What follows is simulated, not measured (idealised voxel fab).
process module | voxel capacitor over wiring
Section shown: cut. Width: 200 nm. Cell size: 5 nm, square.
We lay out every cross-section as a grid of square cells and spell it out in bands from the top down, where one band means one or more rows of cells.
Top height, bottom height, nm. Materials left to right, width each, nm. Single material + "throughout" = fills band edge to edge. "blank" = empty.
Heights are reckoned from 0. Under this level, the received wafer is all of one material. The bottommost band is open-ended downward, for example "0..down".
So if you see something like "30->40" for the width, read it as the top row of the band sitting at the first number and the bottom row at the second, with every row in between moving by the same amount as the last.
It should be understood that the words "no change occurred", when stated for a given step, signify that the cross-section underwent no change in any of its cells during that step.
The entry titled "Closed voids list" provides the empty spaces that have no open way to the top, restricted to those of 8 cells or more. Each is presented as width x height at distance, the distance being measured from the left edge, with all three in nm.
Step line, after settings: the simulator's comment on this step.
overlay nm: step with mask; distance mask lay right of planned place; negative value = left of planned place.
Steps planned for the process
1,RECEIVE, material Si
2,CONFORMAL_DEP, material SiO2, thk nm 10
3,DIRECTIONAL_DEP, material TiN, thk nm 5
4,DIRECTIONAL_DEP, material W, thk nm 15
5,MASKED_ETCH, tone cover, mask id METAL_1, width nm 30, pitch nm 90, etch materials W, depth nm 15, overlay nm 0
6,MASKED_ETCH, tone cover, mask id METAL_1, width nm 30, pitch nm 90, etch materials TiN, depth nm 5, overlay nm 0
7,CONFORMAL_DEP, material SiCN, thk nm 5
8,FILL_DEP, material lowk, thk nm 10
9,CMP, height nm 30
10,CONFORMAL_DEP, material SiCN, thk nm 5
11,DIRECTIONAL_DEP, material lowk, thk nm 10
12,PATTERN, tone open, mask id PLUG_1, material resist, width nm 15, thk nm 15, overlay nm 0
13,DIRECTIONAL_ETCH, etch materials lowk, depth nm 10
14,DIRECTIONAL_ETCH, etch materials SiCN, depth nm 5
15,STRIP, etch materials resist
16,EPI, material Ru, thk nm 10
17,EPI, material Ru, thk nm 5
18,DIRECTIONAL_DEP, material TiN, thk nm 5
19,DIRECTIONAL_DEP, material HfO2, thk nm 5
20,DIRECTIONAL_DEP, material TiN, thk nm 10
21,DIRECTIONAL_DEP, material aC, thk nm 10
22,PATTERN, tone cover, mask id UPPER_PLATE, material resist, width nm 65, thk nm 25, overlay nm 0
23,DIRECTIONAL_ETCH, etch materials aC, depth nm 10
24,STRIP, etch materials resist
25,DIRECTIONAL_ETCH, etch materials TiN, depth nm 10
26,DIRECTIONAL_ETCH, etch materials HfO2, depth nm 5
27,STRIP, etch materials aC
28,PATTERN, tone cover, mask id LOWER_PLATE, material resist, width nm 75, thk nm 20, overlay nm 0
29,DIRECTIONAL_ETCH, etch materials TiN, depth nm 5
30,STRIP, etch materials resist
31,FILL_DEP, material SiO2, thk nm 20
32,CMP, height nm 80
33,DIRECTIONAL_DEP, material aC, thk nm 10
34,PATTERN, tone open, mask id PLUG_2, material resist, width nm 15, thk nm 30, overlay nm 0
35,DIRECTIONAL_ETCH, etch materials aC, depth nm 10
36,STRIP, etch materials resist
37,DIRECTIONAL_ETCH, etch materials SiO2, depth nm 15
38,STRIP, etch materials aC
39,CONFORMAL_DEP, material TiN, thk nm 5
40,FILL_DEP, material Cu, thk nm 5
41,CMP, height nm 80
42,CONFORMAL_DEP, material SiCN, thk nm 5
Cross-section of the wafer as it came to us, i.e., already through step 1
* 0..down: Si throughout
* Closed voids list: none
The cross-section shown corresponds to the wafer at the conclusion of the module. The initial structure and the process plan are those presented above; however, one mistake occurred in executing the plan
* 85..80: SiCN throughout
* 80..70: SiO2 65 nm / TiN 5 nm / Cu 5 nm / TiN 5 nm / SiO2 120 nm
* 70..65: SiO2 65 nm / TiN 15 nm / SiO2 120 nm
* 65..55: SiO2 55 nm / TiN 65 nm / SiO2 80 nm
* 55..50: SiO2 55 nm / HfO2 65 nm / SiO2 80 nm
* 50..45: SiO2 55 nm / TiN 70 nm / SiO2 75 nm
* 45..35: lowk 55 nm / Ru 15 nm / lowk 130 nm
* 35..30: SiCN 55 nm / Ru 15 nm / SiCN 130 nm
* 30..15: lowk 35 nm / SiCN 5 nm / W 30 nm / SiCN 5 nm / lowk 50 nm / SiCN 5 nm / W 30 nm / SiCN 5 nm / lowk 35 nm
* 15..10: SiCN 40 nm / TiN 30 nm / SiCN 60 nm / TiN 30 nm / SiCN 40 nm
* 10..0: SiO2 throughout
* 0..down: Si throughout
* Closed voids list: none
So what did we get wrong on this run? it should be noted that step 28 was executed with settings other than those planned, the operation and settings actually applied being PATTERN, tone cover, mask id LOWER_PLATE, material resist, width nm 70, thk nm 20, overlay nm 0
